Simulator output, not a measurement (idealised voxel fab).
This section sets out a process module, namely voxel transistor to metal.
Section shown: cut. Width: 215 nm. Cell size: 5 nm, square.
Heads up, the way a cross-section reads in here is a grid of square cells, handed over as bands from the top down, with every band being one or more rows of cells.
Basically the band line says how high the top is and how high the bottom is, in nm, and then what's in it from left to right, every material with its width in nm. Empty space shows up as "blank", and if a single material carries "full width" it runs the full band edge to edge.
Below 0: as-received wafer, all one material; heights counted from there. Lowest band: no bottom, goes on down, written "0 and below".
Read "30->40" as a graded width: first number on top, second number at the bottom, same change between each pair of neighbouring rows.
Where a step carries "nothing was modified", the cross-section came out of it unchanged, cell for cell.
Look at "Unvented voids" for the closed voids: empty spaces with no open path to the top, sized 8 cells or up. Each is width x height at distance, distance from the left edge, all nm.
Note: text after step settings on the step line = simulator remark on that step.
overlay nm: step with mask; distance mask lay right of planned place; negative value = left of planned place.
Layout of what follows: cross-section pairs, each bracketing one process step, the after cross-section shown only to the lowest band that changed, the step between and its settings noted under each pair. Pairs may originate in different runs of this module on the same starting wafer; a pair continues from the pair above only where its entry headed "Pre-step profile" says so.

Pre-step profile
	85 down to 70 | 50 lowk | 20 blank | 75 lowk | 20 blank | 50 lowk
	70 down to 60 | 50 lowk | 15 blank | 80 lowk | 15 blank | 55 lowk
	60 down to 55 | 50 SiCN | 15 blank | 80 SiCN | 15 blank | 55 SiCN
	55 down to 35 | 45 lowk | 5 SiCN | 20 W | 5 SiCN | 65 lowk | 5 SiCN | 20 W | 5 SiCN | 45 lowk
	35 down to 30 | 50 SiCN | 20 TiN | 75 SiCN | 20 TiN | 50 SiCN
	30 down to 15 | 50 SiO2 | 5 TiN | 10 Ru | 5 TiN | 75 SiO2 | 5 TiN | 10 Ru | 5 TiN | 50 SiO2
	15 down to 0 | 50 SiO2 | 5 TiN | 10 Ru | 5 TiN | 10 SiO2 | 5 SiN | 5 HfO2 | 5 TiN | 25 W | 5 TiN | 5 HfO2 | 5 SiN | 10 SiO2 | 5 TiN | 10 Ru | 5 TiN | 50 SiO2
	0 down to -5 | 40 SiO2 | 5 SiN | 5 SiO2 | 5 TiN | 10 Ru | 5 TiN | 10 SiO2 | 5 SiN | 5 HfO2 | 35 TiN | 5 HfO2 | 5 SiN | 10 SiO2 | 5 TiN | 10 Ru | 5 TiN | 5 SiO2 | 5 SiN | 40 SiO2
	-5 down to -10 | 50 SiO2 | 20 TiN | 5 SiO2 | 5 pSi | 5 SiO2 | 45 HfO2 | 5 SiO2 | 5 pSi | 5 SiO2 | 20 TiN | 50 SiO2
	-10 down to -15 | 45 SiO2 | 35 pSi | 55 Si | 35 pSi | 45 SiO2
	-15 down to -45 | 45 SiO2 | 125 Si | 45 SiO2
	-45 and below | Si full width
	Unvented voids: none

Post-Process Section
	90 down to 85 | 55 TiN | 10 blank | 85 TiN | 10 blank | 55 TiN
	85 down to 75 | 50 lowk | 5 TiN | 10 blank | 5 TiN | 75 lowk | 5 TiN | 10 blank | 5 TiN | 50 lowk
	75 down to 70 | 50 lowk | 5 TiN | 5 blank | 10 TiN | 75 lowk | 5 TiN | 5 blank | 10 TiN | 50 lowk
	70 down to 60 | 50 lowk | 5 TiN | 5 blank | 5 TiN | 80 lowk | 5 TiN | 5 blank | 5 TiN | 55 lowk
	60 down to 55 | 50 SiCN | 15 TiN | 80 SiCN | 15 TiN | 55 SiCN
	Whatever lies below 55 is exactly as it was before.
	Unvented voids: none
Intermediate step for the cross-sections above: CONFORMAL_DEP with material TiN, thk nm 5

Pre-step profile: the wafer arrives at this step looking as the after cross-section in the pair just above shows it.

Post-Process Section
	95 down to 90 | Ru full width
	90 down to 85 | 55 TiN | 10 Ru | 85 TiN | 10 Ru | 55 TiN
	85 down to 75 | 50 lowk | 5 TiN | 10 Ru | 5 TiN | 75 lowk | 5 TiN | 10 Ru | 5 TiN | 50 lowk
	75 down to 70 | 50 lowk | 5 TiN | 5 Ru | 10 TiN | 75 lowk | 5 TiN | 5 Ru | 10 TiN | 50 lowk
	70 down to 60 | 50 lowk | 5 TiN | 5 Ru | 5 TiN | 80 lowk | 5 TiN | 5 Ru | 5 TiN | 55 lowk
	Whatever lies below 60 is exactly as it was before.
	Unvented voids: none
Intermediate step for the cross-sections above: FILL_DEP with material Ru, thk nm 5

Pre-step profile: the wafer arrives at this step looking as the after cross-section in the pair just above shows it.

Post-Process Section
	85 down to 75 | 50 lowk | 5 TiN | 10 Ru | 5 TiN | 75 lowk | 5 TiN | 10 Ru | 5 TiN | 50 lowk
	Whatever lies below 75 is exactly as it was before.
	Unvented voids: none
Intermediate step for the cross-sections above: CMP with height nm 85

Pre-step profile: the wafer arrives at this step looking as the after cross-section in the pair just above shows it.

Post-Process Section
	90 down to 85 | SiCN full width
	Whatever lies below 85 is exactly as it was before.
	Unvented voids: none
Intermediate step for the cross-sections above: CONFORMAL_DEP with material SiCN, thk nm 5

Pre-step profile
	20 down to 15 | 80 blank | 5 SiN | 45 blank | 5 SiN | 80 blank
	15 down to 0 | 80 SiO2 | 5 SiN | 45 blank | 5 SiN | 80 SiO2
	0 down to -5 | 40 SiO2 | 5 SiN | 35 SiO2 | 5 SiN | 45 blank | 5 SiN | 35 SiO2 | 5 SiN | 40 SiO2
	-5 down to -10 | 75 SiO2 | 5 pSi | 5 SiO2 | 45 blank | 5 SiO2 | 5 pSi | 75 SiO2
	-10 down to -15 | 45 SiO2 | 35 pSi | 55 Si | 35 pSi | 45 SiO2
	-15 down to -45 | 45 SiO2 | 125 Si | 45 SiO2
	-45 and below | Si full width
	Unvented voids: none

Post-Process Section
	25 down to 20 | 75 blank | 15 TiN | 35 blank | 15 TiN | 75 blank
	20 down to 15 | 80 TiN | 5 SiN | 5 TiN | 35 blank | 5 TiN | 5 SiN | 80 TiN
	15 down to 0 | 80 SiO2 | 5 SiN | 5 TiN | 35 blank | 5 TiN | 5 SiN | 80 SiO2
	0 down to -5 | 40 SiO2 | 5 SiN | 35 SiO2 | 5 SiN | 5 TiN | 35 blank | 5 TiN | 5 SiN | 35 SiO2 | 5 SiN | 40 SiO2
	-5 down to -10 | 75 SiO2 | 5 pSi | 5 SiO2 | 45 TiN | 5 SiO2 | 5 pSi | 75 SiO2
	Whatever lies below -10 is exactly as it was before.
	Unvented voids: none
Intermediate step for the cross-sections above: CONFORMAL_DEP with material TiN, thk nm 5

Pre-step profile: the wafer arrives at this step looking as the after cross-section in the pair just above shows it.

Post-Process Section
	30 down to 25 | W full width
	25 down to 20 | 75 W | 15 TiN | 35 W | 15 TiN | 75 W
	20 down to 15 | 80 TiN | 5 SiN | 5 TiN | 35 W | 5 TiN | 5 SiN | 80 TiN
	15 down to 0 | 80 SiO2 | 5 SiN | 5 TiN | 35 W | 5 TiN | 5 SiN | 80 SiO2
	0 down to -5 | 40 SiO2 | 5 SiN | 35 SiO2 | 5 SiN | 5 TiN | 35 W | 5 TiN | 5 SiN | 35 SiO2 | 5 SiN | 40 SiO2
	Whatever lies below -5 is exactly as it was before.
	Unvented voids: none
Intermediate step for the cross-sections above: FILL_DEP with material W, thk nm 5

Pre-step profile: the wafer arrives at this step looking as the after cross-section in the pair just above shows it.

Post-Process Section
	15 down to 0 | 80 SiO2 | 5 SiN | 5 TiN | 35 W | 5 TiN | 5 SiN | 80 SiO2
	Whatever lies below 0 is exactly as it was before.
	Unvented voids: none
Intermediate step for the cross-sections above: CMP with height nm 15

Pre-step profile: the wafer arrives at this step looking as the after cross-section in the pair just above shows it.

Post-Process Section
	30 down to 15 | SiO2 full width
	Whatever lies below 15 is exactly as it was before.
	Unvented voids: none
Intermediate step for the cross-sections above: DIRECTIONAL_DEP with material SiO2, thk nm 15

Pre-step profile: the wafer arrives at this step looking as the after cross-section in the pair just above shows it.

Post-Process Section
	30 down to 15 | 50 SiO2 | 20 blank | 75 SiO2 | 20 blank | 50 SiO2
	15 down to 0 | 50 SiO2 | 20 blank | 10 SiO2 | 5 SiN | 5 TiN | 35 W | 5 TiN | 5 SiN | 10 SiO2 | 20 blank | 50 SiO2
	0 down to -5 | 40 SiO2 | 5 SiN | 5 SiO2 | 20 blank | 10 SiO2 | 5 SiN | 5 TiN | 35 W | 5 TiN | 5 SiN | 10 SiO2 | 20 blank | 5 SiO2 | 5 SiN | 40 SiO2
	-5 down to -10 | 50 SiO2 | 20 blank | 5 SiO2 | 5 pSi | 5 SiO2 | 45 TiN | 5 SiO2 | 5 pSi | 5 SiO2 | 20 blank | 50 SiO2
	Whatever lies below -10 is exactly as it was before.
	Unvented voids: none
Intermediate step for the cross-sections above: MASKED_ETCH with tone open, mask id CONTACT, width nm 20, pitch nm 95, etch materials SiO2, depth nm 40, overlay nm 0

Pre-step profile: the wafer arrives at this step looking as the after cross-section in the pair just above shows it.

Post-Process Section
	35 down to 30 | 55 TiN | 10 blank | 85 TiN | 10 blank | 55 TiN
	30 down to 15 | 50 SiO2 | 5 TiN | 10 blank | 5 TiN | 75 SiO2 | 5 TiN | 10 blank | 5 TiN | 50 SiO2
	15 down to 0 | 50 SiO2 | 5 TiN | 10 blank | 5 TiN | 10 SiO2 | 5 SiN | 5 TiN | 35 W | 5 TiN | 5 SiN | 10 SiO2 | 5 TiN | 10 blank | 5 TiN | 50 SiO2
	0 down to -5 | 40 SiO2 | 5 SiN | 5 SiO2 | 5 TiN | 10 blank | 5 TiN | 10 SiO2 | 5 SiN | 5 TiN | 35 W | 5 TiN | 5 SiN | 10 SiO2 | 5 TiN | 10 blank | 5 TiN | 5 SiO2 | 5 SiN | 40 SiO2
	-5 down to -10 | 50 SiO2 | 20 TiN | 5 SiO2 | 5 pSi | 5 SiO2 | 45 TiN | 5 SiO2 | 5 pSi | 5 SiO2 | 20 TiN | 50 SiO2
	Whatever lies below -10 is exactly as it was before.
	Unvented voids: none
Intermediate step for the cross-sections above: CONFORMAL_DEP with material TiN, thk nm 5

Pre-step profile: the wafer arrives at this step looking as the after cross-section in the pair just above shows it.

Post-Process Section
	45 down to 35 | Ru full width
	35 down to 30 | 55 TiN | 10 Ru | 85 TiN | 10 Ru | 55 TiN
	30 down to 15 | 50 SiO2 | 5 TiN | 10 Ru | 5 TiN | 75 SiO2 | 5 TiN | 10 Ru | 5 TiN | 50 SiO2
	15 down to 0 | 50 SiO2 | 5 TiN | 10 Ru | 5 TiN | 10 SiO2 | 5 SiN | 5 TiN | 35 W | 5 TiN | 5 SiN | 10 SiO2 | 5 TiN | 10 Ru | 5 TiN | 50 SiO2
	0 down to -5 | 40 SiO2 | 5 SiN | 5 SiO2 | 5 TiN | 10 Ru | 5 TiN | 10 SiO2 | 5 SiN | 5 TiN | 35 W | 5 TiN | 5 SiN | 10 SiO2 | 5 TiN | 10 Ru | 5 TiN | 5 SiO2 | 5 SiN | 40 SiO2
	Whatever lies below -5 is exactly as it was before.
	Unvented voids: none
Intermediate step for the cross-sections above: FILL_DEP with material Ru, thk nm 10

Pre-step profile: the wafer arrives at this step looking as the after cross-section in the pair just above shows it.

Post-Process Section
	30 down to 15 | 50 SiO2 | 5 TiN | 10 Ru | 5 TiN | 75 SiO2 | 5 TiN | 10 Ru | 5 TiN | 50 SiO2
	Whatever lies below 15 is exactly as it was before.
	Unvented voids: none
Intermediate step for the cross-sections above: CMP with height nm 30

Pre-step profile: the wafer arrives at this step looking as the after cross-section in the pair just above shows it.

Post-Process Section
	35 down to 30 | TiN full width
	Whatever lies below 30 is exactly as it was before.
	Unvented voids: none
Intermediate step for the cross-sections above: DIRECTIONAL_DEP with material TiN, thk nm 5

Pre-step profile: the wafer arrives at this step looking as the after cross-section in the pair just above shows it.

Post-Process Section
	55 down to 35 | W full width
	Whatever lies below 35 is exactly as it was before.
	Unvented voids: none
Intermediate step for the cross-sections above: DIRECTIONAL_DEP with material W, thk nm 20

Pre-step profile: the wafer arrives at this step looking as the after cross-section in the pair just above shows it.

Post-Process Section
	70 down to 55 | 50 blank | 20 resist | 75 blank | 20 resist | 50 blank
	Whatever lies below 55 is exactly as it was before.
	Unvented voids: none
Intermediate step for the cross-sections above: PATTERN with tone cover, mask id METAL_1, material resist, width nm 20, pitch nm 95, thk nm 15, overlay nm 0

Pre-step profile: the wafer arrives at this step looking as the after cross-section in the pair just above shows it.

Post-Process Section
	70 down to 55 | 50 blank | 20 resist | 75 blank | 20 resist | 50 blank
	55 down to 35 | 50 blank | 20 W | 75 blank | 20 W | 50 blank
	Whatever lies below 35 is exactly as it was before.
	Unvented voids: none
Intermediate step for the cross-sections above: DIRECTIONAL_ETCH with etch materials W, depth nm 20

Pre-step profile: the wafer arrives at this step looking as the after cross-section in the pair just above shows it.

Post-Process Section
	70 down to 55 | 50 blank | 20 resist | 75 blank | 20 resist | 50 blank
	55 down to 35 | 50 blank | 20 W | 75 blank | 20 W | 50 blank
	35 down to 30 | 50 blank | 20 TiN | 75 blank | 20 TiN | 50 blank
	Whatever lies below 30 is exactly as it was before.
	Unvented voids: none
Intermediate step for the cross-sections above: DIRECTIONAL_ETCH with etch materials TiN, depth nm 5

Pre-step profile: the wafer arrives at this step looking as the after cross-section in the pair just above shows it.

Post-Process Section
	55 down to 35 | 50 blank | 20 W | 75 blank | 20 W | 50 blank
	Whatever lies below 35 is exactly as it was before.
	Unvented voids: none
Intermediate step for the cross-sections above: STRIP with etch materials resist

Pre-step profile: the wafer arrives at this step looking as the after cross-section in the pair just above shows it.

Post-Process Section
	60 down to 55 | 45 blank | 30 SiCN | 65 blank | 30 SiCN | 45 blank
	55 down to 35 | 45 blank | 5 SiCN | 20 W | 5 SiCN | 65 blank | 5 SiCN | 20 W | 5 SiCN | 45 blank
	35 down to 30 | 50 SiCN | 20 TiN | 75 SiCN | 20 TiN | 50 SiCN
	Whatever lies below 30 is exactly as it was before.
	Unvented voids: none
Intermediate step for the cross-sections above: CONFORMAL_DEP with material SiCN, thk nm 5

Pre-step profile: the wafer arrives at this step looking as the after cross-section in the pair just above shows it.

Post-Process Section
	65 down to 60 | lowk full width
	60 down to 55 | 45 lowk | 30 SiCN | 65 lowk | 30 SiCN | 45 lowk
	55 down to 35 | 45 lowk | 5 SiCN | 20 W | 5 SiCN | 65 lowk | 5 SiCN | 20 W | 5 SiCN | 45 lowk
	Whatever lies below 35 is exactly as it was before.
	Unvented voids: none
Intermediate step for the cross-sections above: FILL_DEP with material lowk, thk nm 5

Pre-step profile: the wafer arrives at this step looking as the after cross-section in the pair just above shows it.

Post-Process Section
	55 down to 35 | 45 lowk | 5 SiCN | 20 W | 5 SiCN | 65 lowk | 5 SiCN | 20 W | 5 SiCN | 45 lowk
	Whatever lies below 35 is exactly as it was before.
	Unvented voids: none
Intermediate step for the cross-sections above: CMP with height nm 55

Pre-step profile: the wafer arrives at this step looking as the after cross-section in the pair just above shows it.

Post-Process Section
	60 down to 55 | SiCN full width
	Whatever lies below 55 is exactly as it was before.
	Unvented voids: none
Intermediate step for the cross-sections above: CONFORMAL_DEP with material SiCN, thk nm 5

Pre-step profile: the wafer arrives at this step looking as the after cross-section in the pair just above shows it.

Post-Process Section
	85 down to 60 | lowk full width
	Whatever lies below 60 is exactly as it was before.
	Unvented voids: none
Intermediate step for the cross-sections above: DIRECTIONAL_DEP with material lowk, thk nm 25

Pre-step profile: the wafer arrives at this step looking as the after cross-section in the pair just above shows it.

Post-Process Section
	105 down to 85 | 50 resist | 15 blank | 80 resist | 15 blank | 55 resist
	Whatever lies below 85 is exactly as it was before.
	Unvented voids: none
Intermediate step for the cross-sections above: PATTERN with tone open, mask id METAL_2_HOLES, material resist, width nm 15, pitch nm 95, thk nm 20, overlay nm 0

Pre-step profile: the wafer arrives at this step looking as the after cross-section in the pair just above shows it.

Post-Process Section
	105 down to 85 | 50 resist | 15 blank | 80 resist | 15 blank | 55 resist
	85 down to 60 | 50 lowk | 15 blank | 80 lowk | 15 blank | 55 lowk
	Whatever lies below 60 is exactly as it was before.
	Unvented voids: none
Intermediate step for the cross-sections above: DIRECTIONAL_ETCH with etch materials lowk, depth nm 25

Pre-step profile: the wafer arrives at this step looking as the after cross-section in the pair just above shows it.

Post-Process Section
	85 down to 60 | 50 lowk | 15 blank | 80 lowk | 15 blank | 55 lowk
	Whatever lies below 60 is exactly as it was before.
	Unvented voids: none
Intermediate step for the cross-sections above: STRIP with etch materials resist

Pre-step profile: the wafer arrives at this step looking as the after cross-section in the pair just above shows it.

Post-Process Section
	95 down to 85 | 50 aC | 15 blank | 80 aC | 15 blank | 55 aC
	85 down to 70 | 50 lowk | 15 blank | 80 lowk | 15 blank | 55 lowk
	70 down to 60 | 50 lowk | 15 aC | 80 lowk | 15 aC | 55 lowk
	Whatever lies below 60 is exactly as it was before.
	Unvented voids: none
Intermediate step for the cross-sections above: DIRECTIONAL_DEP with material aC, thk nm 10

Pre-step profile: the wafer arrives at this step looking as the after cross-section in the pair just above shows it.

Post-Process Section
	120 down to 95 | 50 resist | 20 blank | 75 resist | 20 blank | 50 resist
	Whatever lies below 95 is exactly as it was before.
	Unvented voids: none
Intermediate step for the cross-sections above: PATTERN with tone open, mask id METAL_2, material resist, width nm 20, pitch nm 95, thk nm 25, overlay nm 0

Pre-step profile: the wafer arrives at this step looking as the after cross-section in the pair just above shows it.

Post-Process Section
	110 down to 95 | 50 resist | 20 blank | 75 resist | 20 blank | 50 resist
	95 down to 85 | 50 aC | 20 blank | 75 aC | 20 blank | 50 aC
	85 down to 60 | 50 lowk | 15 blank | 80 lowk | 15 blank | 55 lowk
	Whatever lies below 60 is exactly as it was before.
	Unvented voids: none
Intermediate step for the cross-sections above: DIRECTIONAL_ETCH with etch materials aC, depth nm 10

Pre-step profile: the wafer arrives at this step looking as the after cross-section in the pair just above shows it.

Post-Process Section
	95 down to 85 | 50 aC | 20 blank | 75 aC | 20 blank | 50 aC
	Whatever lies below 85 is exactly as it was before.
	Unvented voids: none
Intermediate step for the cross-sections above: STRIP with etch materials resist

Pre-step profile: the wafer arrives at this step looking as the after cross-section in the pair just above shows it.

Post-Process Section
	95 down to 85 | 50 aC | 20 blank | 75 aC | 20 blank | 50 aC
	85 down to 70 | 50 lowk | 20 blank | 75 lowk | 20 blank | 50 lowk
	Whatever lies below 70 is exactly as it was before.
	Unvented voids: none
Intermediate step for the cross-sections above: DIRECTIONAL_ETCH with etch materials lowk, depth nm 15

Pre-step profile: the wafer arrives at this step looking as the after cross-section in the pair just above shows it.

Post-Process Section
	95 down to 85 | 50 aC | 20 blank | 75 aC | 20 blank | 50 aC
	85 down to 70 | 50 lowk | 20 blank | 75 lowk | 20 blank | 50 lowk
	70 down to 60 | 50 lowk | 15 blank | 80 lowk | 15 blank | 55 lowk
	60 down to 55 | 50 SiCN | 15 blank | 80 SiCN | 15 blank | 55 SiCN
	Whatever lies below 55 is exactly as it was before.
	Unvented voids: none
Intermediate step for the cross-sections above: DIRECTIONAL_ETCH with etch materials SiCN, depth nm 5

Pre-step profile: the wafer arrives at this step looking as the after cross-section in the pair just above shows it.

Post-Process Section
	85 down to 70 | 50 lowk | 20 blank | 75 lowk | 20 blank | 50 lowk
	Whatever lies below 70 is exactly as it was before.
	Unvented voids: none
Intermediate step for the cross-sections above: STRIP with etch materials aC

Pre-step profile: the wafer arrives at this step looking as the after cross-section in the pair just above shows it.

Post-Process Section
	90 down to 85 | 55 TiN | 10 blank | 85 TiN | 10 blank | 55 TiN
	85 down to 75 | 50 lowk | 5 TiN | 10 blank | 5 TiN | 75 lowk | 5 TiN | 10 blank | 5 TiN | 50 lowk
	75 down to 70 | 50 lowk | 5 TiN | 5 blank | 10 TiN | 75 lowk | 5 TiN | 5 blank | 10 TiN | 50 lowk
	70 down to 60 | 50 lowk | 5 TiN | 5 blank | 5 TiN | 80 lowk | 5 TiN | 5 blank | 5 TiN | 55 lowk
	60 down to 55 | 50 SiCN | 15 TiN | 80 SiCN | 15 TiN | 55 SiCN
	Whatever lies below 55 is exactly as it was before.
	Unvented voids: none
Intermediate step for the cross-sections above: CONFORMAL_DEP with material TiN, thk nm 5

Pre-step profile: the wafer arrives at this step looking as the after cross-section in the pair just above shows it.

Post-Process Section
	95 down to 90 | Ru full width
	90 down to 85 | 55 TiN | 10 Ru | 85 TiN | 10 Ru | 55 TiN
	85 down to 75 | 50 lowk | 5 TiN | 10 Ru | 5 TiN | 75 lowk | 5 TiN | 10 Ru | 5 TiN | 50 lowk
	75 down to 70 | 50 lowk | 5 TiN | 5 Ru | 10 TiN | 75 lowk | 5 TiN | 5 Ru | 10 TiN | 50 lowk
	70 down to 60 | 50 lowk | 5 TiN | 5 Ru | 5 TiN | 80 lowk | 5 TiN | 5 Ru | 5 TiN | 55 lowk
	Whatever lies below 60 is exactly as it was before.
	Unvented voids: none
Intermediate step for the cross-sections above: FILL_DEP with material Ru, thk nm 5

Pre-step profile: the wafer arrives at this step looking as the after cross-section in the pair just above shows it.

Post-Process Section
	85 down to 75 | 50 lowk | 5 TiN | 10 Ru | 5 TiN | 75 lowk | 5 TiN | 10 Ru | 5 TiN | 50 lowk
	Whatever lies below 75 is exactly as it was before.
	Unvented voids: none
Intermediate step for the cross-sections above: CMP with height nm 85

Pre-step profile: the wafer arrives at this step looking as the after cross-section in the pair just above shows it.

Post-Process Section
	90 down to 85 | SiCN full width
	Whatever lies below 85 is exactly as it was before.
	Unvented voids: none
Intermediate step for the cross-sections above: CONFORMAL_DEP with material SiCN, thk nm 5

Pre-step profile
	15 down to 0 | 40 blank | 135 SiN | 40 blank
	0 down to -5 | 40 blank | 135 SiO2 | 40 blank
	-5 down to -40 | 40 blank | 135 Si | 40 blank
	-40 and below | Si full width
	Unvented voids: none

Post-Process Section
	15 down to 0 | 40 blank | 135 SiN | 40 blank
	0 down to -5 | 40 blank | 135 SiO2 | 40 blank
	-5 down to -75 | 40 blank | 135 Si | 40 blank
	Whatever lies below -75 is exactly as it was before.
	Unvented voids: none
Intermediate step for the cross-sections above: MASKED_ETCH with tone cover, mask id ACTIVE, width nm 135, etch materials Si, depth nm 35, overlay nm 0

Pre-step profile: the wafer arrives at this step looking as the after cross-section in the pair just above shows it.

Post-Process Section
	15 down to 0 | 40 blank | 135 SiN | 40 blank
	0 down to -5 | 40 blank | 135 SiO2 | 40 blank
	-5 down to -75 | 40 blank | 5 SiO2 | 125 Si | 5 SiO2 | 40 blank
	-75 down to -80 | 45 SiO2 | 125 Si | 45 SiO2
	Whatever lies below -80 is exactly as it was before.
	Unvented voids: none
Intermediate step for the cross-sections above: OXIDIZE with depth nm 5

Pre-step profile: the wafer arrives at this step looking as the after cross-section in the pair just above shows it.

Post-Process Section
	20 down to 15 | SiO2 full width
	15 down to 0 | 40 SiO2 | 135 SiN | 40 SiO2
	0 down to -5 | SiO2 full width
	-5 down to -80 | 45 SiO2 | 125 Si | 45 SiO2
	Whatever lies below -80 is exactly as it was before.
	Unvented voids: none
Intermediate step for the cross-sections above: FILL_DEP with material SiO2, thk nm 5

Pre-step profile: the wafer arrives at this step looking as the after cross-section in the pair just above shows it.

Post-Process Section
	15 down to 0 | 40 SiO2 | 135 SiN | 40 SiO2
	Whatever lies below 0 is exactly as it was before.
	Unvented voids: none
Intermediate step for the cross-sections above: CMP with height nm 15

Pre-step profile: the wafer arrives at this step looking as the after cross-section in the pair just above shows it.

Post-Process Section
	15 down to 5 | 40 blank | 135 SiN | 40 blank
	Whatever lies below 5 is exactly as it was before.
	Unvented voids: none
Intermediate step for the cross-sections above: SELECTIVE_ETCH with etch materials SiO2, depth nm 10

Pre-step profile: the wafer arrives at this step looking as the after cross-section in the pair just above shows it.

Post-Process Section
	5 down to 0 | 40 SiO2 | 135 blank | 40 SiO2
	Whatever lies below 0 is exactly as it was before.
	Unvented voids: none
Intermediate step for the cross-sections above: STRIP with etch materials SiN

Pre-step profile: the wafer arrives at this step looking as the after cross-section in the pair just above shows it.

Post-Process Section
	0 down to -5 | 35 SiO2 | 145 blank | 35 SiO2
	Whatever lies below -5 is exactly as it was before.
	Unvented voids: none
Intermediate step for the cross-sections above: SELECTIVE_ETCH with etch materials SiO2, depth nm 5

Pre-step profile: the wafer arrives at this step looking as the after cross-section in the pair just above shows it.

Post-Process Section
	0 down to -5 | 35 SiO2 | 145 blank | 35 SiO2
	-5 down to -10 | SiO2 full width
	Whatever lies below -10 is exactly as it was before.
	Unvented voids: none
Intermediate step for the cross-sections above: OXIDIZE with depth nm 5

Pre-step profile: the wafer arrives at this step looking as the after cross-section in the pair just above shows it.

Post-Process Section
	25 down to 20 | 35 polySi | 145 blank | 35 polySi
	20 down to 0 | polySi full width
	0 down to -5 | 35 SiO2 | 145 polySi | 35 SiO2
	Whatever lies below -5 is exactly as it was before.
	Unvented voids: none
Intermediate step for the cross-sections above: DIRECTIONAL_DEP with material polySi, thk nm 25

Pre-step profile: the wafer arrives at this step looking as the after cross-section in the pair just above shows it.

Post-Process Section
	35 down to 30 | 35 SiCN | 145 blank | 35 SiCN
	30 down to 25 | SiCN full width
	25 down to 20 | 35 polySi | 145 SiCN | 35 polySi
	Whatever lies below 20 is exactly as it was before.
	Unvented voids: none
Intermediate step for the cross-sections above: DIRECTIONAL_DEP with material SiCN, thk nm 10

Pre-step profile: the wafer arrives at this step looking as the after cross-section in the pair just above shows it.

Post-Process Section
	50 down to 35 | 90 blank | 35 resist | 90 blank
	35 down to 30 | 35 SiCN | 55 blank | 35 resist | 55 blank | 35 SiCN
	Whatever lies below 30 is exactly as it was before.
	Unvented voids: none
Intermediate step for the cross-sections above: PATTERN with tone cover, mask id GATE, material resist, width nm 35, thk nm 15, overlay nm 0

Pre-step profile: the wafer arrives at this step looking as the after cross-section in the pair just above shows it.

Post-Process Section
	50 down to 30 | 90 blank | 35 resist | 90 blank
	30 down to 25 | 90 blank | 35 SiCN | 90 blank
	25 down to 20 | 35 polySi | 55 blank | 35 SiCN | 55 blank | 35 polySi
	Whatever lies below 20 is exactly as it was before.
	Unvented voids: none
Intermediate step for the cross-sections above: DIRECTIONAL_ETCH with etch materials SiCN, depth nm 20

Pre-step profile: the wafer arrives at this step looking as the after cross-section in the pair just above shows it.

Post-Process Section
	50 down to 30 | 90 blank | 35 resist | 90 blank
	30 down to 20 | 90 blank | 35 SiCN | 90 blank
	20 down to 0 | 90 blank | 35 polySi | 90 blank
	0 down to -5 | 35 SiO2 | 55 blank | 35 polySi | 55 blank | 35 SiO2
	Whatever lies below -5 is exactly as it was before.
	Unvented voids: none
Intermediate step for the cross-sections above: DIRECTIONAL_ETCH with etch materials polySi, depth nm 35

Pre-step profile: the wafer arrives at this step looking as the after cross-section in the pair just above shows it.

Post-Process Section
	30 down to 20 | 90 blank | 35 SiCN | 90 blank
	Whatever lies below 20 is exactly as it was before.
	Unvented voids: none
Intermediate step for the cross-sections above: STRIP with etch materials resist

Pre-step profile: the wafer arrives at this step looking as the after cross-section in the pair just above shows it.

Post-Process Section
	35 down to 30 | 85 blank | 45 SiO2 | 85 blank
	30 down to 20 | 85 blank | 5 SiO2 | 35 SiCN | 5 SiO2 | 85 blank
	20 down to 5 | 85 blank | 5 SiO2 | 35 polySi | 5 SiO2 | 85 blank
	5 down to 0 | 40 SiO2 | 45 blank | 5 SiO2 | 35 polySi | 5 SiO2 | 45 blank | 40 SiO2
	0 down to -5 | 90 SiO2 | 35 polySi | 90 SiO2
	Whatever lies below -5 is exactly as it was before.
	Unvented voids: none
Intermediate step for the cross-sections above: CONFORMAL_DEP with material SiO2, thk nm 5

Pre-step profile: the wafer arrives at this step looking as the after cross-section in the pair just above shows it.

Post-Process Section
	30 down to 20 | 85 blank | 5 SiO2 | 35 SiCN | 5 SiO2 | 85 blank
	20 down to 0 | 85 blank | 5 SiO2 | 35 polySi | 5 SiO2 | 85 blank
	0 down to -5 | 40 SiO2 | 45 blank | 5 SiO2 | 35 polySi | 5 SiO2 | 45 blank | 40 SiO2
	Whatever lies below -5 is exactly as it was before.
	Unvented voids: none
Intermediate step for the cross-sections above: DIRECTIONAL_ETCH with etch materials SiO2, depth nm 5

Pre-step profile: the wafer arrives at this step looking as the after cross-section in the pair just above shows it.

Post-Process Section
	35 down to 30 | 80 blank | 55 SiN | 80 blank
	30 down to 20 | 80 blank | 5 SiN | 5 SiO2 | 35 SiCN | 5 SiO2 | 5 SiN | 80 blank
	20 down to 5 | 80 blank | 5 SiN | 5 SiO2 | 35 polySi | 5 SiO2 | 5 SiN | 80 blank
	5 down to 0 | 45 SiN | 35 blank | 5 SiN | 5 SiO2 | 35 polySi | 5 SiO2 | 5 SiN | 35 blank | 45 SiN
	0 down to -5 | 40 SiO2 | 45 SiN | 5 SiO2 | 35 polySi | 5 SiO2 | 45 SiN | 40 SiO2
	Whatever lies below -5 is exactly as it was before.
	Unvented voids: none
Intermediate step for the cross-sections above: CONFORMAL_DEP with material SiN, thk nm 5

Pre-step profile: the wafer arrives at this step looking as the after cross-section in the pair just above shows it.

Post-Process Section
	30 down to 20 | 80 blank | 5 SiN | 5 SiO2 | 35 SiCN | 5 SiO2 | 5 SiN | 80 blank
	20 down to 0 | 80 blank | 5 SiN | 5 SiO2 | 35 polySi | 5 SiO2 | 5 SiN | 80 blank
	0 down to -5 | 40 SiO2 | 5 SiN | 35 blank | 5 SiN | 5 SiO2 | 35 polySi | 5 SiO2 | 5 SiN | 35 blank | 5 SiN | 40 SiO2
	Whatever lies below -5 is exactly as it was before.
	Unvented voids: none
Intermediate step for the cross-sections above: DIRECTIONAL_ETCH with etch materials SiN, depth nm 5

Pre-step profile: the wafer arrives at this step looking as the after cross-section in the pair just above shows it.

Post-Process Section
	30 down to 25 | 80 blank | 5 SiN | 5 blank | 35 SiCN | 5 blank | 5 SiN | 80 blank
	25 down to 20 | 80 blank | 5 SiN | 5 SiO2 | 35 SiCN | 5 SiO2 | 5 SiN | 80 blank
	20 down to 0 | 80 blank | 5 SiN | 5 SiO2 | 35 polySi | 5 SiO2 | 5 SiN | 80 blank
	0 down to -5 | 40 blank | 5 SiN | 35 blank | 5 SiN | 5 SiO2 | 35 polySi | 5 SiO2 | 5 SiN | 35 blank | 5 SiN | 40 blank
	-5 down to -10 | 45 SiO2 | 35 blank | 55 SiO2 | 35 blank | 45 SiO2
	Whatever lies below -10 is exactly as it was before.
	Unvented voids: none
Intermediate step for the cross-sections above: DIRECTIONAL_ETCH with etch materials SiO2, depth nm 5
